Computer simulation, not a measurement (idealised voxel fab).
Name of the process module below: voxel ribs on slabs
Each square cell in cross-section cut measures 5 nm, and the section as a whole is 250 nm wide.
Cross-sections here: square-cell grids, written as top-down lists of bands, a band being one or more rows of cells. Quick guide to a band line: top height, bottom height (nm) up front; then every material left to right with its width in nm. Only one material and it's marked "throughout"? Then it fills the band edge to edge. And "blank" just means empty space. Heights are reckoned from 0. Under this level, the received wafer is all of one material. The bottommost band is open-ended downward, for example "0 -> down". When a width is written as two numbers, as in "30..40", the first number is the width in the top row of cells of the band and the second is the width in its bottom row, and the width changes by the same amount from each row to the next. "no alterations made" (step): cross-section cells unchanged, all of them. Empty spaces counting at least 8 cells and having no open way to the top are listed in "Fully closed voids". The notation width x height at distance is used for each, the distance being from the left edge and all three values in nm. On each step's line, the part that comes after the settings is the simulator's own comment on the step. The line of a step may include "overlay nm". On a step with a mask, this value is how far to the right of its planned place the mask lay. A negative value means the mask lay to the left.
So here's the lineup of process steps we planned
1,RECEIVE [material Si]
2,DIRECTIONAL_DEP [material SiO2] [thk nm 20]
3,DIRECTIONAL_DEP [material polySi] [thk nm 25]
4,MASKED_ETCH [tone cover] [mask id RIB] [width nm 20] [etch materials polySi] [depth nm 10] [overlay nm 0]
5,PATTERN [tone cover] [mask id SLAB] [material resist] [width nm 70] [thk nm 15] [overlay nm 0]
6,DIRECTIONAL_ETCH [etch materials polySi] [depth nm 15]
7,STRIP [etch materials resist]
8,FILL_DEP [material SiO2] [thk nm 20]
9,CMP [height nm 55]
10,DIRECTIONAL_DEP [material W] [thk nm 5]
11,DIRECTIONAL_DEP [material aC] [thk nm 10]
12,PATTERN [tone cover] [mask id HEATER] [material resist] [width nm 30] [thk nm 25] [overlay nm 0]
13,DIRECTIONAL_ETCH [etch materials aC] [depth nm 10]
14,STRIP [etch materials resist]
15,DIRECTIONAL_ETCH [etch materials W] [depth nm 5]
16,STRIP [etch materials aC]
17,CONFORMAL_DEP [material SiN] [thk nm 5]
Incoming wafer in cross-section (state: after step 1)
    0 -> down  Si throughout
    Fully closed voids: none
The cross-section shown corresponds to the wafer at the conclusion of the module. The initial structure and the process plan are those presented above; however, one mistake occurred in executing the plan
    65 -> 60  115 nm SiN  20 nm blank  115 nm SiN
    60 -> 55  110 nm W  30 nm SiN  110 nm W
    55 -> 45  SiO2 throughout
    45 -> 35  115 nm SiO2  20 nm polySi  115 nm SiO2
    35 -> 20  90 nm SiO2  70 nm polySi  90 nm SiO2
    20 -> 0  SiO2 throughout
    0 -> down  Si throughout
    Fully closed voids: none
The mistake made against the process plan was this: so step 12 ended up running with a different setting than we planned, it ran as PATTERN [tone open] [mask id HEATER] [material resist] [width nm 30] [thk nm 25] [overlay nm 0]
